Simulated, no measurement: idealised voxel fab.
Name of the process module below: voxel wiring stack
In the cross-section labelled cut, the width is 155 nm and each square cell is 5 nm.
The cross-sections in this document take the form of a grid made of square cells. They are written out as bands, in order from top to bottom. Each band consists of one or more rows of cells.
In this notation a band is specified by the heights of its top and bottom, in that order and in nm, after which its materials appear from left to right, each paired with its width in nm. The word "all across" attached to a single material means that material fills the band from edge to edge; the word "blank" stands for empty space.
Heights are reckoned from 0. Under this level, the received wafer is all of one material. The bottommost band is open-ended downward, for example "0 nm and below".
You'd read "30 to 40" like this: the band's top row of cells is as wide as the first number, its bottom row is as wide as the second, and going down, every row changes width by the same amount as the row before did.
Step marked "remained the same"? Then no cell in the cross-section changed in it.
"Trapped void list" means: voids of 8 cells or more that are shut off from the top with no open way through. Written width x height at distance, distance from the left edge, in nm.
If you see something after the settings on a step's line, that's the simulator's own remark about that step.
overlay nm: right-of-plan distance of the mask on a masked step; negative values mean left-of-plan.
Pairs ahead. Before: cross-section ahead of one process step. After: cross-section once the step is done, shown to the lowest changed band only. Under each pair: that step, with settings. Caution: pairs may come from different runs of this module on the same starting wafer; a pair follows the pair above only where its "Cross-section, before" entry says so.
CROSS-SECTION, BEFORE
0 nm and below  Si all across
Trapped void list: none
CROSS-SECTION THEREAFTER
10 nm to 0 nm  SiO2 all across
Under 0: no change, same as before.
Trapped void list: none
Here is the step that sits between the two cross-sections above: CONFORMAL_DEP,material SiO2,thk nm 10
Cross-section, before: it's just the after picture from the pair right above this one.
CROSS-SECTION THEREAFTER
15 nm to 10 nm  SiN all across
Under 10: no change, same as before.
Trapped void list: none
Here is the step that sits between the two cross-sections above: CONFORMAL_DEP,material SiN,thk nm 5
Cross-section, before: it's just the after picture from the pair right above this one.
CROSS-SECTION THEREAFTER
30 nm to 15 nm  SiO2 all across
Under 15: no change, same as before.
Trapped void list: none
Here is the step that sits between the two cross-sections above: DIRECTIONAL_DEP,material SiO2,thk nm 15
Cross-section, before: it's just the after picture from the pair right above this one.
CROSS-SECTION THEREAFTER
30 nm to 15 nm  SiO2 30 nm / blank 30 nm / SiO2 30 nm / blank 30 nm / SiO2 35 nm
Under 15: no change, same as before.
Trapped void list: none
Here is the step that sits between the two cross-sections above: MASKED_ETCH,tone open,mask id METAL_1,width nm 30,pitch nm 60,etch materials SiO2,depth nm 15,overlay nm 0
Cross-section, before: it's just the after picture from the pair right above this one.
CROSS-SECTION THEREAFTER
30 nm to 15 nm  SiO2 30 nm / blank 30 nm / SiO2 30 nm / blank 30 nm / SiO2 35 nm
15 nm to 10 nm  SiN 30 nm / blank 30 nm / SiN 30 nm / blank 30 nm / SiN 35 nm
Under 10: no change, same as before.
Trapped void list: none
Here is the step that sits between the two cross-sections above: MASKED_ETCH,tone open,mask id METAL_1,width nm 30,pitch nm 60,etch materials SiN,depth nm 5,overlay nm 0
Cross-section, before: it's just the after picture from the pair right above this one.
CROSS-SECTION THEREAFTER
35 nm to 30 nm  TiN 35 nm / blank 20 nm / TiN 40 nm / blank 20 nm / TiN 40 nm
30 nm to 15 nm  SiO2 30 nm / TiN 5 nm / blank 20 nm / TiN 5 nm / SiO2 30 nm / TiN 5 nm / blank 20 nm / TiN 5 nm / SiO2 35 nm
15 nm to 10 nm  SiN 30 nm / TiN 30 nm / SiN 30 nm / TiN 30 nm / SiN 35 nm
Under 10: no change, same as before.
Trapped void list: none
Here is the step that sits between the two cross-sections above: CONFORMAL_DEP,material TiN,thk nm 5
Cross-section, before: it's just the after picture from the pair right above this one.
CROSS-SECTION THEREAFTER
45 nm to 35 nm  Ru all across
35 nm to 30 nm  TiN 35 nm / Ru 20 nm / TiN 40 nm / Ru 20 nm / TiN 40 nm
30 nm to 15 nm  SiO2 30 nm / TiN 5 nm / Ru 20 nm / TiN 5 nm / SiO2 30 nm / TiN 5 nm / Ru 20 nm / TiN 5 nm / SiO2 35 nm
Under 15: no change, same as before.
Trapped void list: none
Here is the step that sits between the two cross-sections above: FILL_DEP,material Ru,thk nm 10
Cross-section, before: it's just the after picture from the pair right above this one.
CROSS-SECTION THEREAFTER
30 nm to 15 nm  SiO2 30 nm / TiN 5 nm / Ru 20 nm / TiN 5 nm / SiO2 30 nm / TiN 5 nm / Ru 20 nm / TiN 5 nm / SiO2 35 nm
Under 15: no change, same as before.
Trapped void list: none
Here is the step that sits between the two cross-sections above: CMP,height nm 30
Cross-section, before: it's just the after picture from the pair right above this one.
CROSS-SECTION THEREAFTER
35 nm to 30 nm  SiCN all across
Under 30: no change, same as before.
Trapped void list: none
Here is the step that sits between the two cross-sections above: CONFORMAL_DEP,material SiCN,thk nm 5
Cross-section, before: it's just the after picture from the pair right above this one.
CROSS-SECTION THEREAFTER
50 nm to 35 nm  lowk all across
Under 35: no change, same as before.
Trapped void list: none
Here is the step that sits between the two cross-sections above: DIRECTIONAL_DEP,material lowk,thk nm 15
Cross-section, before: it's just the after picture from the pair right above this one.
CROSS-SECTION THEREAFTER
60 nm to 50 nm  aC all across
Under 50: no change, same as before.
Trapped void list: none
Here is the step that sits between the two cross-sections above: DIRECTIONAL_DEP,material aC,thk nm 10
Cross-section, before: it's just the after picture from the pair right above this one.
CROSS-SECTION THEREAFTER
90 nm to 60 nm  resist 30 nm / blank 15 nm / resist 110 nm
Under 60: no change, same as before.
Trapped void list: none
Here is the step that sits between the two cross-sections above: PATTERN,tone open,mask id PLUG_1,material resist,width nm 15,thk nm 30,overlay nm 0
Cross-section, before: it's just the after picture from the pair right above this one.
CROSS-SECTION THEREAFTER
80 nm to 60 nm  resist 30 nm / blank 15 nm / resist 110 nm
60 nm to 50 nm  aC 30 nm / blank 15 nm / aC 110 nm
Under 50: no change, same as before.
Trapped void list: none
Here is the step that sits between the two cross-sections above: DIRECTIONAL_ETCH,etch materials aC,depth nm 10
Cross-section, before: it's just the after picture from the pair right above this one.
CROSS-SECTION THEREAFTER
60 nm to 50 nm  aC 30 nm / blank 15 nm / aC 110 nm
Under 50: no change, same as before.
Trapped void list: none
Here is the step that sits between the two cross-sections above: STRIP,etch materials resist
Cross-section, before: it's just the after picture from the pair right above this one.
CROSS-SECTION THEREAFTER
60 nm to 50 nm  aC 30 nm / blank 15 nm / aC 110 nm
50 nm to 35 nm  lowk 30 nm / blank 15 nm / lowk 110 nm
Under 35: no change, same as before.
Trapped void list: none
Here is the step that sits between the two cross-sections above: DIRECTIONAL_ETCH,etch materials lowk,depth nm 15
Cross-section, before: it's just the after picture from the pair right above this one.
CROSS-SECTION THEREAFTER
60 nm to 50 nm  aC 30 nm / blank 15 nm / aC 110 nm
50 nm to 35 nm  lowk 30 nm / blank 15 nm / lowk 110 nm
35 nm to 30 nm  SiCN 30 nm / blank 15 nm / SiCN 110 nm
Under 30: no change, same as before.
Trapped void list: none
Here is the step that sits between the two cross-sections above: DIRECTIONAL_ETCH,etch materials SiCN,depth nm 5
Cross-section, before: it's just the after picture from the pair right above this one.
CROSS-SECTION THEREAFTER
50 nm to 35 nm  lowk 30 nm / blank 15 nm / lowk 110 nm
Under 35: no change, same as before.
Trapped void list: none
Here is the step that sits between the two cross-sections above: STRIP,etch materials aC
Cross-section, before: it's just the after picture from the pair right above this one.
CROSS-SECTION THEREAFTER
55 nm to 50 nm  TiN 35 nm / blank 5 nm / TiN 115 nm
50 nm to 35 nm  lowk 30 nm / TiN 5 nm / blank 5 nm / TiN 5 nm / lowk 110 nm
35 nm to 30 nm  SiCN 30 nm / TiN 15 nm / SiCN 110 nm
Under 30: no change, same as before.
Trapped void list: none
Here is the step that sits between the two cross-sections above: CONFORMAL_DEP,material TiN,thk nm 5
Cross-section, before: it's just the after picture from the pair right above this one.
CROSS-SECTION THEREAFTER
60 nm to 55 nm  Cu all across
55 nm to 50 nm  TiN 35 nm / Cu 5 nm / TiN 115 nm
50 nm to 35 nm  lowk 30 nm / TiN 5 nm / Cu 5 nm / TiN 5 nm / lowk 110 nm
Under 35: no change, same as before.
Trapped void list: none
Here is the step that sits between the two cross-sections above: FILL_DEP,material Cu,thk nm 5
Cross-section, before: it's just the after picture from the pair right above this one.
CROSS-SECTION THEREAFTER
50 nm to 35 nm  lowk 30 nm / TiN 5 nm / Cu 5 nm / TiN 5 nm / lowk 110 nm
Under 35: no change, same as before.
Trapped void list: none
Here is the step that sits between the two cross-sections above: CMP,height nm 50
Cross-section, before: it's just the after picture from the pair right above this one.
CROSS-SECTION THEREAFTER
55 nm to 50 nm  TiN all across
Under 50: no change, same as before.
Trapped void list: none
Here is the step that sits between the two cross-sections above: DIRECTIONAL_DEP,material TiN,thk nm 5
Cross-section, before: it's just the after picture from the pair right above this one.
CROSS-SECTION THEREAFTER
80 nm to 55 nm  W all across
Under 55: no change, same as before.
Trapped void list: none
Here is the step that sits between the two cross-sections above: DIRECTIONAL_DEP,material W,thk nm 25
Cross-section, before: it's just the after picture from the pair right above this one.
CROSS-SECTION THEREAFTER
100 nm to 80 nm  blank 30 nm / resist 30 nm / blank 30 nm / resist 30 nm / blank 35 nm
Under 80: no change, same as before.
Trapped void list: none
Here is the step that sits between the two cross-sections above: PATTERN,tone cover,mask id METAL_2,material resist,width nm 30,pitch nm 60,thk nm 20,overlay nm 0
Cross-section, before: it's just the after picture from the pair right above this one.
CROSS-SECTION THEREAFTER
100 nm to 80 nm  blank 30 nm / resist 30 nm / blank 30 nm / resist 30 nm / blank 35 nm
80 nm to 55 nm  blank 30 nm / W 30 nm / blank 30 nm / W 30 nm / blank 35 nm
Under 55: no change, same as before.
Trapped void list: none
Here is the step that sits between the two cross-sections above: DIRECTIONAL_ETCH,etch materials W,depth nm 25
Cross-section, before: it's just the after picture from the pair right above this one.
CROSS-SECTION THEREAFTER
100 nm to 80 nm  blank 30 nm / resist 30 nm / blank 30 nm / resist 30 nm / blank 35 nm
80 nm to 55 nm  blank 30 nm / W 30 nm / blank 30 nm / W 30 nm / blank 35 nm
55 nm to 50 nm  blank 30 nm / TiN 30 nm / blank 30 nm / TiN 30 nm / blank 35 nm
Under 50: no change, same as before.
Trapped void list: none
Here is the step that sits between the two cross-sections above: DIRECTIONAL_ETCH,etch materials TiN,depth nm 5
Cross-section, before: it's just the after picture from the pair right above this one.
CROSS-SECTION THEREAFTER
80 nm to 55 nm  blank 30 nm / W 30 nm / blank 30 nm / W 30 nm / blank 35 nm
Under 55: no change, same as before.
Trapped void list: none
Here is the step that sits between the two cross-sections above: STRIP,etch materials resist
Cross-section, before: it's just the after picture from the pair right above this one.
CROSS-SECTION THEREAFTER
90 nm to 80 nm  lowk all across
80 nm to 55 nm  lowk 30 nm / W 30 nm / lowk 30 nm / W 30 nm / lowk 35 nm
55 nm to 50 nm  lowk 30 nm / TiN 30 nm / lowk 30 nm / TiN 30 nm / lowk 35 nm
Under 50: no change, same as before.
Trapped void list: none
Here is the step that sits between the two cross-sections above: FILL_DEP,material lowk,thk nm 10
Cross-section, before: it's just the after picture from the pair right above this one.
CROSS-SECTION THEREAFTER
80 nm to 55 nm  lowk 30 nm / W 30 nm / lowk 30 nm / W 30 nm / lowk 35 nm
Under 55: no change, same as before.
Trapped void list: none
Here is the step that sits between the two cross-sections above: CMP,height nm 80
Cross-section, before: it's just the after picture from the pair right above this one.
CROSS-SECTION THEREAFTER
85 nm to 80 nm  SiCN all across
Under 80: no change, same as before.
Trapped void list: none
Here is the step that sits between the two cross-sections above: CONFORMAL_DEP,material SiCN,thk nm 5
Cross-section, before: it's just the after picture from the pair right above this one.
CROSS-SECTION THEREAFTER
115 nm to 85 nm  SiO2 all across
Under 85: no change, same as before.
Trapped void list: none
Here is the step that sits between the two cross-sections above: DIRECTIONAL_DEP,material SiO2,thk nm 30
Cross-section, before: it's just the after picture from the pair right above this one.
CROSS-SECTION THEREAFTER
115 nm to 85 nm  SiO2 30 nm / blank 15 nm / SiO2 110 nm
Under 85: no change, same as before.
Trapped void list: none
Here is the step that sits between the two cross-sections above: MASKED_ETCH,tone open,mask id METAL_3_HOLES,width nm 15,etch materials SiO2,depth nm 30,overlay nm 0
Cross-section, before: it's just the after picture from the pair right above this one.
CROSS-SECTION THEREAFTER
115 nm to 95 nm  SiO2 30 nm / blank 30 nm / SiO2 30 nm / blank 30 nm / SiO2 35 nm
Under 95: no change, same as before.
Trapped void list: none
Here is the step that sits between the two cross-sections above: MASKED_ETCH,tone open,mask id METAL_3,width nm 30,pitch nm 60,etch materials SiO2,depth nm 20,overlay nm 0
Cross-section, before: it's just the after picture from the pair right above this one.
CROSS-SECTION THEREAFTER
115 nm to 95 nm  SiO2 30 nm / blank 30 nm / SiO2 30 nm / blank 30 nm / SiO2 35 nm
95 nm to 85 nm  SiO2 30 nm / blank 15 nm / SiO2 110 nm
85 nm to 80 nm  SiCN 30 nm / blank 15 nm / SiCN 110 nm
Under 80: no change, same as before.
Trapped void list: none
Here is the step that sits between the two cross-sections above: MASKED_ETCH,tone open,mask id METAL_3,width nm 30,pitch nm 60,etch materials SiCN,depth nm 5,overlay nm 0
Cross-section, before: it's just the after picture from the pair right above this one.
CROSS-SECTION THEREAFTER
120 nm to 115 nm  TiN 35 nm / blank 20 nm / TiN 40 nm / blank 20 nm / TiN 40 nm
115 nm to 100 nm  SiO2 30 nm / TiN 5 nm / blank 20 nm / TiN 5 nm / SiO2 30 nm / TiN 5 nm / blank 20 nm / TiN 5 nm / SiO2 35 nm
100 nm to 95 nm  SiO2 30 nm / TiN 5 nm / blank 5 nm / TiN 20 nm / SiO2 30 nm / TiN 30 nm / SiO2 35 nm
95 nm to 85 nm  SiO2 30 nm / TiN 5 nm / blank 5 nm / TiN 5 nm / SiO2 110 nm
85 nm to 80 nm  SiCN 30 nm / TiN 15 nm / SiCN 110 nm
Under 80: no change, same as before.
Trapped void list: none
Here is the step that sits between the two cross-sections above: CONFORMAL_DEP,material TiN,thk nm 5
Cross-section, before: it's just the after picture from the pair right above this one.
CROSS-SECTION THEREAFTER
130 nm to 120 nm  Ru all across
120 nm to 115 nm  TiN 35 nm / Ru 20 nm / TiN 40 nm / Ru 20 nm / TiN 40 nm
115 nm to 100 nm  SiO2 30 nm / TiN 5 nm / Ru 20 nm / TiN 5 nm / SiO2 30 nm / TiN 5 nm / Ru 20 nm / TiN 5 nm / SiO2 35 nm
100 nm to 95 nm  SiO2 30 nm / TiN 5 nm / Ru 5 nm / TiN 20 nm / SiO2 30 nm / TiN 30 nm / SiO2 35 nm
95 nm to 85 nm  SiO2 30 nm / TiN 5 nm / Ru 5 nm / TiN 5 nm / SiO2 110 nm
Under 85: no change, same as before.
Trapped void list: none
Here is the step that sits between the two cross-sections above: FILL_DEP,material Ru,thk nm 10
Cross-section, before: it's just the after picture from the pair right above this one.
CROSS-SECTION THEREAFTER
115 nm to 100 nm  SiO2 30 nm / TiN 5 nm / Ru 20 nm / TiN 5 nm / SiO2 30 nm / TiN 5 nm / Ru 20 nm / TiN 5 nm / SiO2 35 nm
Under 100: no change, same as before.
Trapped void list: none
Here is the step that sits between the two cross-sections above: CMP,height nm 115
Cross-section, before: it's just the after picture from the pair right above this one.
CROSS-SECTION THEREAFTER
120 nm to 115 nm  SiCN all across
Under 115: no change, same as before.
Trapped void list: none
Here is the step that sits between the two cross-sections above: CONFORMAL_DEP,material SiCN,thk nm 5
Cross-section, before: it's just the after picture from the pair right above this one.
CROSS-SECTION THEREAFTER
130 nm to 120 nm  lowk all across
Under 120: no change, same as before.
Trapped void list: none
Here is the step that sits between the two cross-sections above: DIRECTIONAL_DEP,material lowk,thk nm 10
Cross-section, before: it's just the after picture from the pair right above this one.
CROSS-SECTION THEREAFTER
145 nm to 130 nm  resist 30 nm / blank 15 nm / resist 45 nm / blank 15 nm / resist 50 nm
Under 130: no change, same as before.
Trapped void list: none
Here is the step that sits between the two cross-sections above: PATTERN,tone open,mask id PLUG_3,material resist,width nm 15,pitch nm 60,thk nm 15,overlay nm 0
Cross-section, before: it's just the after picture from the pair right above this one.
CROSS-SECTION THEREAFTER
145 nm to 130 nm  resist 30 nm / blank 15 nm / resist 45 nm / blank 15 nm / resist 50 nm
130 nm to 120 nm  lowk 30 nm / blank 15 nm / lowk 45 nm / blank 15 nm / lowk 50 nm
Under 120: no change, same as before.
Trapped void list: none
Here is the step that sits between the two cross-sections above: DIRECTIONAL_ETCH,etch materials lowk,depth nm 10
Cross-section, before: it's just the after picture from the pair right above this one.
CROSS-SECTION THEREAFTER
145 nm to 130 nm  resist 30 nm / blank 15 nm / resist 45 nm / blank 15 nm / resist 50 nm
130 nm to 120 nm  lowk 30 nm / blank 15 nm / lowk 45 nm / blank 15 nm / lowk 50 nm
120 nm to 115 nm  SiCN 30 nm / blank 15 nm / SiCN 45 nm / blank 15 nm / SiCN 50 nm
Under 115: no change, same as before.
Trapped void list: none
Here is the step that sits between the two cross-sections above: DIRECTIONAL_ETCH,etch materials SiCN,depth nm 5
Cross-section, before: it's just the after picture from the pair right above this one.
CROSS-SECTION THEREAFTER
130 nm to 120 nm  lowk 30 nm / blank 15 nm / lowk 45 nm / blank 15 nm / lowk 50 nm
Under 120: no change, same as before.
Trapped void list: none
Here is the step that sits between the two cross-sections above: STRIP,etch materials resist
Cross-section, before: it's just the after picture from the pair right above this one.
CROSS-SECTION THEREAFTER
130 nm to 125 nm  lowk 30 nm / blank 15 nm / lowk 45 nm / blank 15 nm / lowk 50 nm
125 nm to 120 nm  lowk 30 nm / Ru 15 nm / lowk 45 nm / Ru 15 nm / lowk 50 nm
120 nm to 115 nm  SiCN 30 nm / Ru 15 nm / SiCN 45 nm / Ru 15 nm / SiCN 50 nm
Under 115: no change, same as before.
Trapped void list: none
Here is the step that sits between the two cross-sections above: EPI,material Ru,thk nm 10
Cross-section, before: it's just the after picture from the pair right above this one.
CROSS-SECTION THEREAFTER
130 nm to 120 nm  lowk 30 nm / Ru 15 nm / lowk 45 nm / Ru 15 nm / lowk 50 nm
Under 120: no change, same as before.
Trapped void list: none
Here is the step that sits between the two cross-sections above: EPI,material Ru,thk nm 5
Cross-section, before: it's just the after picture from the pair right above this one.
CROSS-SECTION THEREAFTER
135 nm to 130 nm  SiCN all across
Under 130: no change, same as before.
Trapped void list: none
Here is the step that sits between the two cross-sections above: CONFORMAL_DEP,material SiCN,thk nm 5
Cross-section, before: it's just the after picture from the pair right above this one.
CROSS-SECTION THEREAFTER
155 nm to 135 nm  lowk all across
Under 135: no change, same as before.
Trapped void list: none
Here is the step that sits between the two cross-sections above: DIRECTIONAL_DEP,material lowk,thk nm 20
Cross-section, before: it's just the after picture from the pair right above this one.
CROSS-SECTION THEREAFTER
170 nm to 155 nm  resist 30 nm / blank 30 nm / resist 30 nm / blank 30 nm / resist 35 nm
Under 155: no change, same as before.
Trapped void list: none
Here is the step that sits between the two cross-sections above: PATTERN,tone open,mask id METAL_4,material resist,width nm 30,pitch nm 60,thk nm 15,overlay nm 0
Cross-section, before: it's just the after picture from the pair right above this one.
CROSS-SECTION THEREAFTER
170 nm to 155 nm  resist 30 nm / blank 30 nm / resist 30 nm / blank 30 nm / resist 35 nm
155 nm to 135 nm  lowk 30 nm / blank 30 nm / lowk 30 nm / blank 30 nm / lowk 35 nm
Under 135: no change, same as before.
Trapped void list: none
Here is the step that sits between the two cross-sections above: DIRECTIONAL_ETCH,etch materials lowk,depth nm 20
Cross-section, before: it's just the after picture from the pair right above this one.
CROSS-SECTION THEREAFTER
170 nm to 155 nm  resist 30 nm / blank 30 nm / resist 30 nm / blank 30 nm / resist 35 nm
155 nm to 135 nm  lowk 30 nm / blank 30 nm / lowk 30 nm / blank 30 nm / lowk 35 nm
135 nm to 130 nm  SiCN 30 nm / blank 30 nm / SiCN 30 nm / blank 30 nm / SiCN 35 nm
Under 130: no change, same as before.
Trapped void list: none
Here is the step that sits between the two cross-sections above: DIRECTIONAL_ETCH,etch materials SiCN,depth nm 5
Cross-section, before: it's just the after picture from the pair right above this one.
CROSS-SECTION THEREAFTER
155 nm to 135 nm  lowk 30 nm / blank 30 nm / lowk 30 nm / blank 30 nm / lowk 35 nm
Under 135: no change, same as before.
Trapped void list: none
Here is the step that sits between the two cross-sections above: STRIP,etch materials resist
Cross-section, before: it's just the after picture from the pair right above this one.
CROSS-SECTION THEREAFTER
160 nm to 155 nm  TiN 35 nm / blank 20 nm / TiN 40 nm / blank 20 nm / TiN 40 nm
155 nm to 135 nm  lowk 30 nm / TiN 5 nm / blank 20 nm / TiN 5 nm / lowk 30 nm / TiN 5 nm / blank 20 nm / TiN 5 nm / lowk 35 nm
135 nm to 130 nm  SiCN 30 nm / TiN 30 nm / SiCN 30 nm / TiN 30 nm / SiCN 35 nm
Under 130: no change, same as before.
Trapped void list: none
Here is the step that sits between the two cross-sections above: CONFORMAL_DEP,material TiN,thk nm 5
Cross-section, before: it's just the after picture from the pair right above this one.
CROSS-SECTION THEREAFTER
165 nm to 160 nm  Cu all across
160 nm to 155 nm  TiN 35 nm / Cu 20 nm / TiN 40 nm / Cu 20 nm / TiN 40 nm
155 nm to 135 nm  lowk 30 nm / TiN 5 nm / Cu 20 nm / TiN 5 nm / lowk 30 nm / TiN 5 nm / Cu 20 nm / TiN 5 nm / lowk 35 nm
Under 135: no change, same as before.
Trapped void list: none
Here is the step that sits between the two cross-sections above: FILL_DEP,material Cu,thk nm 5
Cross-section, before: it's just the after picture from the pair right above this one.
CROSS-SECTION THEREAFTER
155 nm to 135 nm  lowk 30 nm / TiN 5 nm / Cu 20 nm / TiN 5 nm / lowk 30 nm / TiN 5 nm / Cu 20 nm / TiN 5 nm / lowk 35 nm
Under 135: no change, same as before.
Trapped void list: none
Here is the step that sits between the two cross-sections above: CMP,height nm 155
Cross-section, before: it's just the after picture from the pair right above this one.
CROSS-SECTION THEREAFTER
160 nm to 155 nm  SiCN all across
Under 155: no change, same as before.
Trapped void list: none
Here is the step that sits between the two cross-sections above: CONFORMAL_DEP,material SiCN,thk nm 5
CROSS-SECTION, BEFORE
130 nm to 120 nm  Ru all across
120 nm to 115 nm  TiN 35 nm / Ru 20 nm / TiN 40 nm / Ru 20 nm / TiN 40 nm
115 nm to 100 nm  SiO2 30 nm / TiN 5 nm / Ru 20 nm / TiN 5 nm / SiO2 30 nm / TiN 5 nm / Ru 20 nm / TiN 5 nm / SiO2 35 nm
100 nm to 95 nm  SiO2 30 nm / TiN 5 nm / Ru 5 nm / TiN 20 nm / SiO2 30 nm / TiN 30 nm / SiO2 35 nm
95 nm to 85 nm  SiO2 30 nm / TiN 5 nm / Ru 5 nm / TiN 5 nm / SiO2 110 nm
85 nm to 80 nm  SiCN 30 nm / TiN 15 nm / SiCN 110 nm
80 nm to 55 nm  lowk 30 nm / W 30 nm / lowk 30 nm / W 30 nm / lowk 35 nm
55 nm to 50 nm  lowk 30 nm / TiN 30 nm / lowk 30 nm / TiN 30 nm / lowk 35 nm
50 nm to 35 nm  lowk 30 nm / TiN 5 nm / Cu 5 nm / TiN 5 nm / lowk 110 nm
35 nm to 30 nm  SiCN 30 nm / TiN 15 nm / SiCN 110 nm
30 nm to 15 nm  SiO2 30 nm / TiN 5 nm / Ru 20 nm / TiN 5 nm / SiO2 30 nm / TiN 5 nm / Ru 20 nm / TiN 5 nm / SiO2 35 nm
15 nm to 10 nm  SiN 30 nm / TiN 30 nm / SiN 30 nm / TiN 30 nm / SiN 35 nm
10 nm to 0 nm  SiO2 all across
0 nm and below  Si all across
Trapped void list: none
CROSS-SECTION THEREAFTER
135 nm to 130 nm  SiCN all across
Under 130: no change, same as before.
Trapped void list: none
Here is the step that sits between the two cross-sections above: CONFORMAL_DEP,material SiCN,thk nm 5
Cross-section, before: it's just the after picture from the pair right above this one.
CROSS-SECTION THEREAFTER
145 nm to 135 nm  lowk all across
Under 135: no change, same as before.
Trapped void list: none
Here is the step that sits between the two cross-sections above: DIRECTIONAL_DEP,material lowk,thk nm 10
Cross-section, before: it's just the after picture from the pair right above this one.
CROSS-SECTION THEREAFTER
160 nm to 145 nm  resist 30 nm / blank 15 nm / resist 45 nm / blank 15 nm / resist 50 nm
Under 145: no change, same as before.
Trapped void list: none
Here is the step that sits between the two cross-sections above: PATTERN,tone open,mask id PLUG_3,material resist,width nm 15,pitch nm 60,thk nm 15,overlay nm 0
Cross-section, before: it's just the after picture from the pair right above this one.
CROSS-SECTION THEREAFTER
160 nm to 145 nm  resist 30 nm / blank 15 nm / resist 45 nm / blank 15 nm / resist 50 nm
145 nm to 135 nm  lowk 30 nm / blank 15 nm / lowk 45 nm / blank 15 nm / lowk 50 nm
Under 135: no change, same as before.
Trapped void list: none
Here is the step that sits between the two cross-sections above: DIRECTIONAL_ETCH,etch materials lowk,depth nm 10
Cross-section, before: it's just the after picture from the pair right above this one.
CROSS-SECTION THEREAFTER
160 nm to 145 nm  resist 30 nm / blank 15 nm / resist 45 nm / blank 15 nm / resist 50 nm
145 nm to 135 nm  lowk 30 nm / blank 15 nm / lowk 45 nm / blank 15 nm / lowk 50 nm
135 nm to 130 nm  SiCN 30 nm / blank 15 nm / SiCN 45 nm / blank 15 nm / SiCN 50 nm
Under 130: no change, same as before.
Trapped void list: none
Here is the step that sits between the two cross-sections above: DIRECTIONAL_ETCH,etch materials SiCN,depth nm 5
Cross-section, before: it's just the after picture from the pair right above this one.
CROSS-SECTION THEREAFTER
145 nm to 135 nm  lowk 30 nm / blank 15 nm / lowk 45 nm / blank 15 nm / lowk 50 nm
Under 135: no change, same as before.
Trapped void list: none
Here is the step that sits between the two cross-sections above: STRIP,etch materials resist
Cross-section, before: it's just the after picture from the pair right above this one.
CROSS-SECTION THEREAFTER
145 nm to 140 nm  lowk 30 nm / blank 15 nm / lowk 45 nm / blank 15 nm / lowk 50 nm
140 nm to 135 nm  lowk 30 nm / Ru 15 nm / lowk 45 nm / Ru 15 nm / lowk 50 nm
135 nm to 130 nm  SiCN 30 nm / Ru 15 nm / SiCN 45 nm / Ru 15 nm / SiCN 50 nm
Under 130: no change, same as before.
Trapped void list: none
Here is the step that sits between the two cross-sections above: EPI,material Ru,thk nm 10
Cross-section, before: it's just the after picture from the pair right above this one.
CROSS-SECTION THEREAFTER
145 nm to 135 nm  lowk 30 nm / Ru 15 nm / lowk 45 nm / Ru 15 nm / lowk 50 nm
Under 135: no change, same as before.
Trapped void list: none
Here is the step that sits between the two cross-sections above: EPI,material Ru,thk nm 5
Cross-section, before: it's just the after picture from the pair right above this one.
CROSS-SECTION THEREAFTER
150 nm to 145 nm  SiCN all across
Under 145: no change, same as before.
Trapped void list: none
Here is the step that sits between the two cross-sections above: CONFORMAL_DEP,material SiCN,thk nm 5
Cross-section, before: it's just the after picture from the pair right above this one.
CROSS-SECTION THEREAFTER
170 nm to 150 nm  lowk all across
Under 150: no change, same as before.
Trapped void list: none
Here is the step that sits between the two cross-sections above: DIRECTIONAL_DEP,material lowk,thk nm 20
Cross-section, before: it's just the after picture from the pair right above this one.
CROSS-SECTION THEREAFTER
185 nm to 170 nm  resist 30 nm / blank 30 nm / resist 30 nm / blank 30 nm / resist 35 nm
Under 170: no change, same as before.
Trapped void list: none
Here is the step that sits between the two cross-sections above: PATTERN,tone open,mask id METAL_4,material resist,width nm 30,pitch nm 60,thk nm 15,overlay nm 0
Cross-section, before: it's just the after picture from the pair right above this one.
CROSS-SECTION THEREAFTER
185 nm to 170 nm  resist 30 nm / blank 30 nm / resist 30 nm / blank 30 nm / resist 35 nm
170 nm to 150 nm  lowk 30 nm / blank 30 nm / lowk 30 nm / blank 30 nm / lowk 35 nm
Under 150: no change, same as before.
Trapped void list: none
Here is the step that sits between the two cross-sections above: DIRECTIONAL_ETCH,etch materials lowk,depth nm 20
Cross-section, before: it's just the after picture from the pair right above this one.
CROSS-SECTION THEREAFTER
185 nm to 170 nm  resist 30 nm / blank 30 nm / resist 30 nm / blank 30 nm / resist 35 nm
170 nm to 150 nm  lowk 30 nm / blank 30 nm / lowk 30 nm / blank 30 nm / lowk 35 nm
150 nm to 145 nm  SiCN 30 nm / blank 30 nm / SiCN 30 nm / blank 30 nm / SiCN 35 nm
Under 145: no change, same as before.
Trapped void list: none
Here is the step that sits between the two cross-sections above: DIRECTIONAL_ETCH,etch materials SiCN,depth nm 5
Cross-section, before: it's just the after picture from the pair right above this one.
CROSS-SECTION THEREAFTER
170 nm to 150 nm  lowk 30 nm / blank 30 nm / lowk 30 nm / blank 30 nm / lowk 35 nm
Under 150: no change, same as before.
Trapped void list: none
Here is the step that sits between the two cross-sections above: STRIP,etch materials resist
Cross-section, before: it's just the after picture from the pair right above this one.
CROSS-SECTION THEREAFTER
175 nm to 170 nm  TiN 35 nm / blank 20 nm / TiN 40 nm / blank 20 nm / TiN 40 nm
170 nm to 150 nm  lowk 30 nm / TiN 5 nm / blank 20 nm / TiN 5 nm / lowk 30 nm / TiN 5 nm / blank 20 nm / TiN 5 nm / lowk 35 nm
150 nm to 145 nm  SiCN 30 nm / TiN 30 nm / SiCN 30 nm / TiN 30 nm / SiCN 35 nm
Under 145: no change, same as before.
Trapped void list: none
Here is the step that sits between the two cross-sections above: CONFORMAL_DEP,material TiN,thk nm 5
Cross-section, before: it's just the after picture from the pair right above this one.
CROSS-SECTION THEREAFTER
180 nm to 175 nm  Cu all across
175 nm to 170 nm  TiN 35 nm / Cu 20 nm / TiN 40 nm / Cu 20 nm / TiN 40 nm
170 nm to 150 nm  lowk 30 nm / TiN 5 nm / Cu 20 nm / TiN 5 nm / lowk 30 nm / TiN 5 nm / Cu 20 nm / TiN 5 nm / lowk 35 nm
Under 150: no change, same as before.
Trapped void list: none
Here is the step that sits between the two cross-sections above: FILL_DEP,material Cu,thk nm 5
Cross-section, before: it's just the after picture from the pair right above this one.
CROSS-SECTION THEREAFTER
155 nm to 150 nm  lowk 30 nm / TiN 5 nm / Cu 20 nm / TiN 5 nm / lowk 30 nm / TiN 5 nm / Cu 20 nm / TiN 5 nm / lowk 35 nm
Under 150: no change, same as before.
Trapped void list: none
Here is the step that sits between the two cross-sections above: CMP,height nm 155
Cross-section, before: it's just the after picture from the pair right above this one.
CROSS-SECTION THEREAFTER
160 nm to 155 nm  SiCN all across
Under 155: no change, same as before.
Trapped void list: none
Here is the step that sits between the two cross-sections above: CONFORMAL_DEP,material SiCN,thk nm 5
